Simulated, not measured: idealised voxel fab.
The process module that follows is named voxel lift off.
Each square cell in cross-section cut measures 5 nm, and the section as a whole is 190 nm wide.
Cross-section = grid of square cells, listed top down in bands; band = one or more rows. The entry gives the band's vertical extent as a top height and a bottom height in nm, then its horizontal make-up as materials from left to right, each with a width in nm. "air" stands for empty space; a single material marked "edge to edge" fills the band edge to edge. Zero point of the height axis is 0; under it, received wafer = one material. Lowest band: continues down indefinitely, "top 0, no bottom". The two numbers in a width such as "30 to 40" mark its ends across the band: the first belongs to the top row of cells, the second to the bottom row, and from each row to the next the width moves by the same amount. "no alteration" means the step left every cell of the cross-section as it was. Enclosed internal cavities: empty space of 8 cells or more with no open way to the top, each as width x height at its distance from the left edge, in nm. On a step's line, text after the settings is the simulator commenting on that step. overlay nm: on a step with a mask, how far right of its planned place the mask lay; negative means left.

[Process steps - plan]
- 1: RECEIVE, material Si
- 2: CONFORMAL_DEP, material SiN, thk nm 15
- 3: PATTERN, tone open, mask id LINES, material resist, width nm 25, pitch nm 55, thk nm 20, overlay nm 0
- 4: DIRECTIONAL_DEP, material Ru, thk nm 5
- 5: STRIP, etch materials resist
- 6: CONFORMAL_DEP, material SiCN, thk nm 5
The value of thk nm given for step 4 in the plan refers to the first wafer; the wafers vary in this setting and are alike at the start.

[This is how the first of several wafers looked in cross-section when it arrived, which is after step 1]
	top 0, no bottom = Si edge to edge
	Enclosed internal cavities: none

[first wafer at the end, after step 6]
	top 25, bottom 20 = 20 air, then 35 SiCN, then 20 air, then 35 SiCN, then 20 air, then 35 SiCN, then 25 air
	top 20, bottom 15 = 25 SiCN, then 25 Ru, then 30 SiCN, then 25 Ru, then 30 SiCN, then 25 Ru, then 30 SiCN
	top 15, bottom 0 = SiN edge to edge
	top 0, no bottom = Si edge to edge
	Enclosed internal cavities: none

[Showing the last wafer in cross-section at the end of the module]
	top 35, bottom 30 = 20 air, then 35 SiCN, then 20 air, then 35 SiCN, then 20 air, then 35 SiCN, then 25 air
	top 30, bottom 20 = 20 air, then 5 SiCN, then 25 Ru, then 5 SiCN, then 20 air, then 5 SiCN, then 25 Ru, then 5 SiCN, then 20 air, then 5 SiCN, then 25 Ru, then 5 SiCN, then 25 air
	top 20, bottom 15 = 25 SiCN, then 25 Ru, then 30 SiCN, then 25 Ru, then 30 SiCN, then 25 Ru, then 30 SiCN
	top 15, bottom 0 = SiN edge to edge
	top 0, no bottom = Si edge to edge
	Enclosed internal cavities: none

[Here is how to read the rows: every wafer has a row, and it shows the wafer at the end of the module, giving for each material how many cells were gained (+) or lost (-) since the wafer was received, then listing its closed voids]
thk nm 5 | +15 Ru | +44 SiCN | +114 SiN | Enclosed internal cavities: none
thk nm 10 | +30 Ru | +50 SiCN | +114 SiN | Enclosed internal cavities: none
thk nm 15 | +45 Ru | +56 SiCN | +114 SiN | Enclosed internal cavities: none
